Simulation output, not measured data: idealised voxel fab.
process module | voxel trench capacitor
cross-section cut | 245 nm wide | cells 5 nm
A cross-section is a grid of square cells, given in bands from the top down. A band is one or more rows of cells.
Each band's line starts with the height of the band's top and of its bottom, in nm. Then come its materials from left to right, each with its width in nm. One material with "throughout" fills the band from edge to edge. "air" is empty space.
Height 0 is the level under which the wafer as received is all one material. The lowest band goes on downwards, as in "0 down".
A width such as "30 to 40" changes by the same amount from each row of cells to the next, from the band's top row to its bottom row.
"no change" after a step means that no cell of the cross-section changed.
closed voids: empty space of 8 cells or more with no open way to the top, each as width x height at its distance from the left edge, in nm
after a step's settings: what the simulator itself notes on the step
overlay nm, on a step with a mask: how far to the right of its planned place the mask lay; to the left if negative
plan
1 op RECEIVE | material Si
2 op CONFORMAL_DEP | material SiN | thk nm 5
3 op PATTERN | tone open | mask id TRENCH | material resist | width nm 25 | pitch nm 40 | thk nm 20 | overlay nm 0
4 op DIRECTIONAL_ETCH | etch materials SiN | depth nm 5
5 op DIRECTIONAL_ETCH | etch materials Si | depth nm 40
6 op STRIP | etch materials resist
7 op CONFORMAL_DEP | material Al2O3 | thk nm 5
8 op CONFORMAL_DEP | material TiN | thk nm 5
9 op FILL_DEP | material W | thk nm 10
10 op CMP | height nm 5
as received, after step 1
  0 down: Si throughout
  closed voids: none
first wafer at the end, as planned
  5 to 0: SiN 70 | Al2O3 5 | TiN 5 | W 5 | TiN 5 | Al2O3 5 | SiN 15 | Al2O3 5 | TiN 5 | W 5 | TiN 5 | Al2O3 5 | SiN 15 | Al2O3 5 | TiN 5 | W 5 | TiN 5 | Al2O3 5 | SiN 70
  0 to -30: Si 70 | Al2O3 5 | TiN 5 | W 5 | TiN 5 | Al2O3 5 | Si 15 | Al2O3 5 | TiN 5 | W 5 | TiN 5 | Al2O3 5 | Si 15 | Al2O3 5 | TiN 5 | W 5 | TiN 5 | Al2O3 5 | Si 70
  -30 to -35: Si 70 | Al2O3 5 | TiN 15 | Al2O3 5 | Si 15 | Al2O3 5 | TiN 15 | Al2O3 5 | Si 15 | Al2O3 5 | TiN 15 | Al2O3 5 | Si 70
  -35 to -40: Si 70 | Al2O3 25 | Si 15 | Al2O3 25 | Si 15 | Al2O3 25 | Si 70
  -40 down: Si throughout
  closed voids: none
second wafer at the end: like start, like plan, one mistake
  5 to 0: TiN throughout
  0 down: Si throughout
  closed voids: none
what went wrong: step 2 ran as: op CONFORMAL_DEP | material TiN | thk nm 5
at the end the second wafer has, in cells: 63 fewer of Al2O3 | 120 more of Si | 34 fewer of SiN | 2 fewer of TiN | 21 fewer of W
